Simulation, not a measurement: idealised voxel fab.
Title: Process Module voxel transistor to metal
Each square cell in cross-section cut measures 5 nm, and the section as a whole is 205 nm wide.
Just so we're on the same page, the cross-sections are grids of square cells, and they're listed out in bands top to bottom, each band one or more rows deep. The band entry comprises the height of the band's top followed by the height of its bottom, expressed in nm, and subsequently the band's materials from left to right, each stated together with its width in nm. Where a single material is marked with the word "all across", that material fills the band from edge to edge. The word "blank" represents empty space. Height is counted from the level 0, under which the received wafer is composed throughout of one material. The lowest of the bands is not closed at the bottom but continues downward, in the notation "z 0 and below". Think of "30..40" as a width that walks from the first number to the second as you go down the band, top row to bottom row, taking equal-sized steps from row to row. For the purposes of this document, the phrase "nothing was modified" attached to a step denotes that no cell within the cross-section was modified by that step. Empty spaces counting at least 8 cells and having no open way to the top are listed in "Enclosed internal voids". The notation width x height at distance is used for each, the distance being from the left edge and all three values in nm. Text after the settings on a step's line: the simulator's own remark on that step. Among the settings permitted on a step's line is "overlay nm"; applied to a step with a mask, it specifies the extent to which the mask lay to the right of its planned position, whereas a negative figure signifies a position to the left.
**So here's the lineup of process steps we planned**
1) RECEIVE: material Si
2) CONFORMAL_DEP: material SiO2, thk nm 5
3) CONFORMAL_DEP: material SiN, thk nm 15
4) MASKED_ETCH: tone cover, mask id ACTIVE, width nm 95, etch materials SiN, depth nm 15, overlay nm 0
5) MASKED_ETCH: tone cover, mask id ACTIVE, width nm 95, etch materials SiO2, depth nm 5, overlay nm 0
6) MASKED_ETCH: tone cover, mask id ACTIVE, width nm 95, etch materials Si, depth nm 25, overlay nm 0
7) FILL_DEP: material SiO2, thk nm 15
8) CMP: height nm 20
9) SELECTIVE_ETCH: etch materials SiO2, depth nm 10
10) STRIP: etch materials SiN
11) SELECTIVE_ETCH: etch materials SiO2, depth nm 5
12) OXIDIZE: depth nm 5
13) DIRECTIONAL_DEP: material polySi, thk nm 25
14) DIRECTIONAL_DEP: material SiCN, thk nm 15
15) PATTERN: tone cover, mask id GATE, material resist, width nm 25, thk nm 15, overlay nm 0
16) DIRECTIONAL_ETCH: etch materials SiCN, depth nm 25
17) DIRECTIONAL_ETCH: etch materials polySi, depth nm 35
18) STRIP: etch materials resist
19) CONFORMAL_DEP: material SiN, thk nm 10
20) DIRECTIONAL_ETCH: etch materials SiN, depth nm 10
21) DIRECTIONAL_ETCH: etch materials SiO2, depth nm 5
22) EPI: material SiGe, thk nm 5
23) FILL_DEP: material SiO2, thk nm 10
24) CMP: height nm 40
25) DIRECTIONAL_DEP: material SiO2, thk nm 10
26) PATTERN: tone open, mask id CONTACT, material resist, width nm 25, pitch nm 60, thk nm 15, overlay nm 0
27) DIRECTIONAL_ETCH: etch materials SiO2, depth nm 50
28) STRIP: etch materials resist
29) CONFORMAL_DEP: material TiN, thk nm 5
30) FILL_DEP: material Ru, thk nm 10
31) CMP: height nm 50
32) CONFORMAL_DEP: material SiN, thk nm 5
33) DIRECTIONAL_DEP: material SiO2, thk nm 15
34) MASKED_ETCH: tone open, mask id METAL_1, width nm 15, pitch nm 70, etch materials SiO2, depth nm 15, overlay nm 0
35) MASKED_ETCH: tone open, mask id METAL_1, width nm 15, pitch nm 70, etch materials SiN, depth nm 5, overlay nm 0
36) CONFORMAL_DEP: material TiN, thk nm 5
37) FILL_DEP: material W, thk nm 5
38) CMP: height nm 70
39) CONFORMAL_DEP: material SiCN, thk nm 5
**first wafer, as planned**
**Cross-section of the wafer upon arrival, representing the state reached after step 1**
> z 0 and below | Si all across
> Enclosed internal voids: none
**after step 2**
> z 5 to 0 | SiO2 all across
> Everything below 0 is unchanged.
**after step 3**
> z 20 to 5 | SiN all across
> Everything below 5 is unchanged.
**after step 4**
> z 20 to 5 | blank 55 nm / SiN 95 nm / blank 55 nm
> Everything below 5 is unchanged.
**after step 5**
> z 20 to 5 | blank 55 nm / SiN 95 nm / blank 55 nm
> z 5 to 0 | blank 55 nm / SiO2 95 nm / blank 55 nm
> Everything below 0 is unchanged.
**after step 6**
> z 20 to 5 | blank 55 nm / SiN 95 nm / blank 55 nm
> z 5 to 0 | blank 55 nm / SiO2 95 nm / blank 55 nm
> z 0 to -25 | blank 55 nm / Si 95 nm / blank 55 nm
> Everything below -25 is unchanged.
**after step 7**
> z 35 to 20 | SiO2 all across
> z 20 to 5 | SiO2 55 nm / SiN 95 nm / SiO2 55 nm
> z 5 to 0 | SiO2 all across
> z 0 to -25 | SiO2 55 nm / Si 95 nm / SiO2 55 nm
> Everything below -25 is unchanged.
**after step 8**
> z 20 to 5 | SiO2 55 nm / SiN 95 nm / SiO2 55 nm
> Everything below 5 is unchanged.
**after step 9**
> z 20 to 10 | blank 55 nm / SiN 95 nm / blank 55 nm
> Everything below 10 is unchanged.
**after step 10**
> z 10 to 5 | SiO2 55 nm / blank 95 nm / SiO2 55 nm
> Everything below 5 is unchanged.
**after step 11**
> z 5 to 0 | SiO2 50 nm / blank 105 nm / SiO2 50 nm
> Everything below 0 is unchanged.
**after step 12**
> z 5 to 0 | SiO2 50 nm / blank 105 nm / SiO2 50 nm
> z 0 to -5 | SiO2 all across
> Everything below -5 is unchanged.
**after step 13**
> z 30 to 25 | polySi 50 nm / blank 105 nm / polySi 50 nm
> z 25 to 5 | polySi all across
> z 5 to 0 | SiO2 50 nm / polySi 105 nm / SiO2 50 nm
> Everything below 0 is unchanged.
**after step 14**
> z 45 to 40 | SiCN 50 nm / blank 105 nm / SiCN 50 nm
> z 40 to 30 | SiCN all across
> z 30 to 25 | polySi 50 nm / SiCN 105 nm / polySi 50 nm
> Everything below 25 is unchanged.
**after step 15**
> z 60 to 45 | blank 90 nm / resist 25 nm / blank 90 nm
> z 45 to 40 | SiCN 50 nm / blank 40 nm / resist 25 nm / blank 40 nm / SiCN 50 nm
> Everything below 40 is unchanged.
**after step 16**
> z 60 to 40 | blank 90 nm / resist 25 nm / blank 90 nm
> z 40 to 30 | blank 90 nm / SiCN 25 nm / blank 90 nm
> z 30 to 25 | polySi 50 nm / blank 40 nm / SiCN 25 nm / blank 40 nm / polySi 50 nm
> Everything below 25 is unchanged.
**after step 17**
> z 60 to 40 | blank 90 nm / resist 25 nm / blank 90 nm
> z 40 to 25 | blank 90 nm / SiCN 25 nm / blank 90 nm
> z 25 to 5 | blank 90 nm / polySi 25 nm / blank 90 nm
> z 5 to 0 | SiO2 50 nm / blank 40 nm / polySi 25 nm / blank 40 nm / SiO2 50 nm
> Everything below 0 is unchanged.
**after step 18**
> z 40 to 25 | blank 90 nm / SiCN 25 nm / blank 90 nm
> Everything below 25 is unchanged.
**after step 19**
> z 50 to 40 | blank 80 nm / SiN 45 nm / blank 80 nm
> z 40 to 25 | blank 80 nm / SiN 10 nm / SiCN 25 nm / SiN 10 nm / blank 80 nm
> z 25 to 15 | blank 80 nm / SiN 10 nm / polySi 25 nm / SiN 10 nm / blank 80 nm
> z 15 to 10 | SiN 60 nm / blank 20 nm / SiN 10 nm / polySi 25 nm / SiN 10 nm / blank 20 nm / SiN 60 nm
> z 10 to 5 | SiN 90 nm / polySi 25 nm / SiN 90 nm
> z 5 to 0 | SiO2 50 nm / SiN 40 nm / polySi 25 nm / SiN 40 nm / SiO2 50 nm
> Everything below 0 is unchanged.
**after step 20**
> z 40 to 25 | blank 80 nm / SiN 10 nm / SiCN 25 nm / SiN 10 nm / blank 80 nm
> z 25 to 5 | blank 80 nm / SiN 10 nm / polySi 25 nm / SiN 10 nm / blank 80 nm
> z 5 to 0 | SiO2 50 nm / SiN 10 nm / blank 20 nm / SiN 10 nm / polySi 25 nm / SiN 10 nm / blank 20 nm / SiN 10 nm / SiO2 50 nm
> Everything below 0 is unchanged.
**after step 21**
> z 40 to 25 | blank 80 nm / SiN 10 nm / SiCN 25 nm / SiN 10 nm / blank 80 nm
> z 25 to 5 | blank 80 nm / SiN 10 nm / polySi 25 nm / SiN 10 nm / blank 80 nm
> z 5 to 0 | blank 50 nm / SiN 10 nm / blank 20 nm / SiN 10 nm / polySi 25 nm / SiN 10 nm / blank 20 nm / SiN 10 nm / blank 50 nm
> z 0 to -5 | SiO2 60 nm / blank 20 nm / SiO2 45 nm / blank 20 nm / SiO2 60 nm
> Everything below -5 is unchanged.
**after step 22**
> z 40 to 25 | blank 80 nm / SiN 10 nm / SiCN 25 nm / SiN 10 nm / blank 80 nm
> z 25 to 5 | blank 80 nm / SiN 10 nm / polySi 25 nm / SiN 10 nm / blank 80 nm
> z 5 to 0 | blank 50 nm / SiN 10 nm / blank 20 nm / SiN 10 nm / polySi 25 nm / SiN 10 nm / blank 20 nm / SiN 10 nm / blank 50 nm
> z 0 to -5 | SiO2 60 nm / SiGe 20 nm / SiO2 45 nm / SiGe 20 nm / SiO2 60 nm
> Everything below -5 is unchanged.
**after step 23**
> z 50 to 40 | SiO2 all across
> z 40 to 25 | SiO2 80 nm / SiN 10 nm / SiCN 25 nm / SiN 10 nm / SiO2 80 nm
> z 25 to 5 | SiO2 80 nm / SiN 10 nm / polySi 25 nm / SiN 10 nm / SiO2 80 nm
> z 5 to 0 | SiO2 50 nm / SiN 10 nm / SiO2 20 nm / SiN 10 nm / polySi 25 nm / SiN 10 nm / SiO2 20 nm / SiN 10 nm / SiO2 50 nm
> Everything below 0 is unchanged.
**after step 24**
> z 40 to 25 | SiO2 80 nm / SiN 10 nm / SiCN 25 nm / SiN 10 nm / SiO2 80 nm
> Everything below 25 is unchanged.
**after step 25**
> z 50 to 40 | SiO2 all across
> Everything below 40 is unchanged.
**after step 26**
> z 65 to 50 | resist 60 nm / blank 25 nm / resist 35 nm / blank 25 nm / resist 60 nm
> Everything below 50 is unchanged.
**after step 27**
> z 65 to 50 | resist 60 nm / blank 25 nm / resist 35 nm / blank 25 nm / resist 60 nm
> z 50 to 40 | SiO2 60 nm / blank 25 nm / SiO2 35 nm / blank 25 nm / SiO2 60 nm
> z 40 to 25 | SiO2 60 nm / blank 20 nm / SiN 10 nm / SiCN 25 nm / SiN 10 nm / blank 20 nm / SiO2 60 nm
> z 25 to 5 | SiO2 60 nm / blank 20 nm / SiN 10 nm / polySi 25 nm / SiN 10 nm / blank 20 nm / SiO2 60 nm
> z 5 to 0 | SiO2 50 nm / SiN 10 nm / blank 20 nm / SiN 10 nm / polySi 25 nm / SiN 10 nm / blank 20 nm / SiN 10 nm / SiO2 50 nm
> Everything below 0 is unchanged.
**after step 28**
> z 50 to 40 | SiO2 60 nm / blank 25 nm / SiO2 35 nm / blank 25 nm / SiO2 60 nm
> Everything below 40 is unchanged.
**after step 29**
> z 55 to 50 | TiN 65 nm / blank 15 nm / TiN 45 nm / blank 15 nm / TiN 65 nm
> z 50 to 40 | SiO2 60 nm / TiN 5 nm / blank 15..10 nm / TiN 5..10 nm / SiO2 35 nm / TiN 5..10 nm / blank 15..10 nm / TiN 5 nm / SiO2 60 nm
> z 40 to 25 | SiO2 60 nm / TiN 5 nm / blank 10 nm / TiN 5 nm / SiN 10 nm / SiCN 25 nm / SiN 10 nm / TiN 5 nm / blank 10 nm / TiN 5 nm / SiO2 60 nm
> z 25 to 5 | SiO2 60 nm / TiN 5 nm / blank 10 nm / TiN 5 nm / SiN 10 nm / polySi 25 nm / SiN 10 nm / TiN 5 nm / blank 10 nm / TiN 5 nm / SiO2 60 nm
> z 5 to 0 | SiO2 50 nm / SiN 10 nm / TiN 20 nm / SiN 10 nm / polySi 25 nm / SiN 10 nm / TiN 20 nm / SiN 10 nm / SiO2 50 nm
> Everything below 0 is unchanged.
**after step 30**
> z 65 to 55 | Ru all across
> z 55 to 50 | TiN 65 nm / Ru 15 nm / TiN 45 nm / Ru 15 nm / TiN 65 nm
> z 50 to 40 | SiO2 60 nm / TiN 5 nm / Ru 15..10 nm / TiN 5..10 nm / SiO2 35 nm / TiN 5..10 nm / Ru 15..10 nm / TiN 5 nm / SiO2 60 nm
> z 40 to 25 | SiO2 60 nm / TiN 5 nm / Ru 10 nm / TiN 5 nm / SiN 10 nm / SiCN 25 nm / SiN 10 nm / TiN 5 nm / Ru 10 nm / TiN 5 nm / SiO2 60 nm
> z 25 to 5 | SiO2 60 nm / TiN 5 nm / Ru 10 nm / TiN 5 nm / SiN 10 nm / polySi 25 nm / SiN 10 nm / TiN 5 nm / Ru 10 nm / TiN 5 nm / SiO2 60 nm
> Everything below 5 is unchanged.
**after step 31**
> z 50 to 40 | SiO2 60 nm / TiN 5 nm / Ru 15..10 nm / TiN 5..10 nm / SiO2 35 nm / TiN 5..10 nm / Ru 15..10 nm / TiN 5 nm / SiO2 60 nm
> Everything below 40 is unchanged.
**after step 32**
> z 55 to 50 | SiN all across
> Everything below 50 is unchanged.
**after step 33**
> z 70 to 55 | SiO2 all across
> Everything below 55 is unchanged.
**after step 34**
> z 70 to 55 | SiO2 60 nm / blank 15 nm / SiO2 55 nm / blank 15 nm / SiO2 60 nm
> Everything below 55 is unchanged.
**after step 35**
> z 70 to 55 | SiO2 60 nm / blank 15 nm / SiO2 55 nm / blank 15 nm / SiO2 60 nm
> z 55 to 50 | SiN 60 nm / blank 15 nm / SiN 55 nm / blank 15 nm / SiN 60 nm
> Everything below 50 is unchanged.
**after step 36**
> z 75 to 70 | TiN 65 nm / blank 5 nm / TiN 65 nm / blank 5 nm / TiN 65 nm
> z 70 to 55 | SiO2 60 nm / TiN 5 nm / blank 5 nm / TiN 5 nm / SiO2 55 nm / TiN 5 nm / blank 5 nm / TiN 5 nm / SiO2 60 nm
> z 55 to 50 | SiN 60 nm / TiN 15 nm / SiN 55 nm / TiN 15 nm / SiN 60 nm
> Everything below 50 is unchanged.
**after step 37**
> z 80 to 75 | W all across
> z 75 to 70 | TiN 65 nm / W 5 nm / TiN 65 nm / W 5 nm / TiN 65 nm
> z 70 to 55 | SiO2 60 nm / TiN 5 nm / W 5 nm / TiN 5 nm / SiO2 55 nm / TiN 5 nm / W 5 nm / TiN 5 nm / SiO2 60 nm
> Everything below 55 is unchanged.
**after step 38**
> z 70 to 55 | SiO2 60 nm / TiN 5 nm / W 5 nm / TiN 5 nm / SiO2 55 nm / TiN 5 nm / W 5 nm / TiN 5 nm / SiO2 60 nm
> Everything below 55 is unchanged.
**after step 39**
> z 75 to 70 | SiCN all across
> Everything below 70 is unchanged.
**Wafer two: like wafer one in start and plan, but with one mistake in execution; identical up to and including step 38**
**The second wafer in cross-section, at the planned close of step 39**
> z 85 to 70 | SiCN all across
> Everything below 70 is unchanged.
Against the plan, the run slipped here: the process deviated at step 39: the operation and settings actually run there were CONFORMAL_DEP: material SiCN, thk nm 15
Final wafer comparison in cells, second versus first, more or fewer per material: 82 more of SiCN
